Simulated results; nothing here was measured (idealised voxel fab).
process module | voxel local oxidation
cross-section cut | 290 nm wide | cells 5 nm
Format of a cross-section: grid, square cells. Given as bands. Order: top down. Band: one or more rows of cells. Band: top height; bottom height; in nm. Then, left to right: material with width in nm, for each material. "all across": a single material spanning edge to edge. "air": empty space. Beneath 0, the wafer as received is one material, and that level is where height counting begins. The lowest band goes on downward without a bottom; it is written like "0 down". The two numbers in a width such as "30 to 40" mark its ends across the band: the first belongs to the top row of cells, the second to the bottom row, and from each row to the next the width moves by the same amount. The designation "stayed the same", where it is given for a processing step, indicates that no cell of the cross-section was altered in the course of that step. The entry titled "Sealed cavities" provides the empty spaces that have no open way to the top, restricted to those of 8 cells or more. Each is presented as width x height at distance, the distance being measured from the left edge, with all three in nm. Formally, on a step line, whatever follows the settings is a remark that the simulator itself makes on the step. For masked steps, "overlay nm" on the step line gives how far right of plan the mask actually lay; a minus sign means it lay to the left.
Here's what the planned process steps look like
| 1 | op RECEIVE | material Si |
| 2 | op OXIDIZE | depth nm 5 |
| 3 | op CONFORMAL_DEP | material SiN | thk nm 15 |
| 4 | op DIRECTIONAL_DEP | material aC | thk nm 15 |
| 5 | op PATTERN | tone cover | mask id ACTIVE | material resist | width nm 110 | thk nm 35 | overlay nm 0 |
| 6 | op DIRECTIONAL_ETCH | etch materials aC | depth nm 15 |
| 7 | op STRIP | etch materials resist |
| 8 | op DIRECTIONAL_ETCH | etch materials SiN | depth nm 15 |
| 9 | op STRIP | etch materials aC |
| 10 | op SELECTIVE_ETCH | etch materials SiO2 | depth nm 5 |
| 11 | op OXIDIZE | depth nm 15 |
| 12 | op STRIP | etch materials SiN |
First of the two wafers, run per plan
Shown in cross-section is the wafer as received, that is, as it stands after step 1
    0 down: Si all across
    Sealed cavities: none
Presented here is a cross-section of the wafer after step 2 has been performed
    0 to -5: SiO2 all across
    Under -5: no change, same as before.
Presented here is a cross-section of the wafer after step 3 has been performed
    15 to 0: SiN all across
    Under 0: no change, same as before.
Presented here is a cross-section of the wafer after step 4 has been performed
    30 to 15: aC all across
    Under 15: no change, same as before.
Presented here is a cross-section of the wafer after step 5 has been performed
    65 to 30: air=90 | resist=110 | air=90
    Under 30: no change, same as before.
Presented here is a cross-section of the wafer after step 6 has been performed
    50 to 30: air=90 | resist=110 | air=90
    30 to 15: air=90 | aC=110 | air=90
    Under 15: no change, same as before.
Presented here is a cross-section of the wafer after step 7 has been performed
    30 to 15: air=90 | aC=110 | air=90
    Under 15: no change, same as before.
Presented here is a cross-section of the wafer after step 8 has been performed
    30 to 15: air=90 | aC=110 | air=90
    15 to 0: air=90 | SiN=110 | air=90
    Under 0: no change, same as before.
Presented here is a cross-section of the wafer after step 9 has been performed
    15 to 0: air=90 | SiN=110 | air=90
    Under 0: no change, same as before.
Presented here is a cross-section of the wafer after step 10 has been performed
    15 to 0: air=90 | SiN=110 | air=90
    0 to -5: air=95 | SiO2=100 | air=95
    Under -5: no change, same as before.
Presented here is a cross-section of the wafer after step 11 has been performed
    15 to 0: air=90 | SiN=110 | air=90
    0 to -5: air=95 | SiO2=100 | air=95
    -5 to -20: SiO2=110 | Si=70 | SiO2=110
    Under -20: no change, same as before.
Presented here is a cross-section of the wafer after step 12 has been performed
    0 to -5: air=95 | SiO2=100 | air=95
    Under -5: no change, same as before.
For the second wafer, take the first wafer's start and plan, then add one mistake made in running it; everything through step 4, that step included, is shared with the first
Second wafer, sectioned view, at step 5's planned end time
    65 to 30: resist=90 | air=110 | resist=90
    Under 30: no change, same as before.
Second wafer, sectioned view, at step 6's planned end time
    50 to 30: resist=90 | air=110 | resist=90
    30 to 15: aC=90 | air=110 | aC=90
    Under 15: no change, same as before.
Second wafer, sectioned view, at step 7's planned end time
    30 to 15: aC=90 | air=110 | aC=90
    Under 15: no change, same as before.
Second wafer, sectioned view, at step 8's planned end time
    30 to 15: aC=90 | air=110 | aC=90
    15 to 0: SiN=90 | air=110 | SiN=90
    Under 0: no change, same as before.
Second wafer, sectioned view, at step 9's planned end time
    15 to 0: SiN=90 | air=110 | SiN=90
    Under 0: no change, same as before.
Second wafer, sectioned view, at step 10's planned end time
    15 to 0: SiN=90 | air=110 | SiN=90
    0 to -5: SiO2=85 | air=120 | SiO2=85
    Under -5: no change, same as before.
Second wafer, sectioned view, at step 11's planned end time
    15 to 0: SiN=90 | air=110 | SiN=90
    0 to -5: SiO2=85 | air=120 | SiO2=85
    -5 to -20: Si=70 | SiO2=150 | Si=70
    Under -20: no change, same as before.
Second wafer, sectioned view, at step 12's planned end time
    0 to -5: SiO2=85 | air=120 | SiO2=85
    Under -5: no change, same as before.
Processing error: it should be noted that step 5 was executed with settings other than those planned, the operation and settings actually applied being op PATTERN | tone open | mask id ACTIVE | material resist | width nm 110 | thk nm 35 | overlay nm 0
Looking at both finished wafers in cells, the second ends up ahead of or behind the first on some materials: Si +42 | SiO2 -28
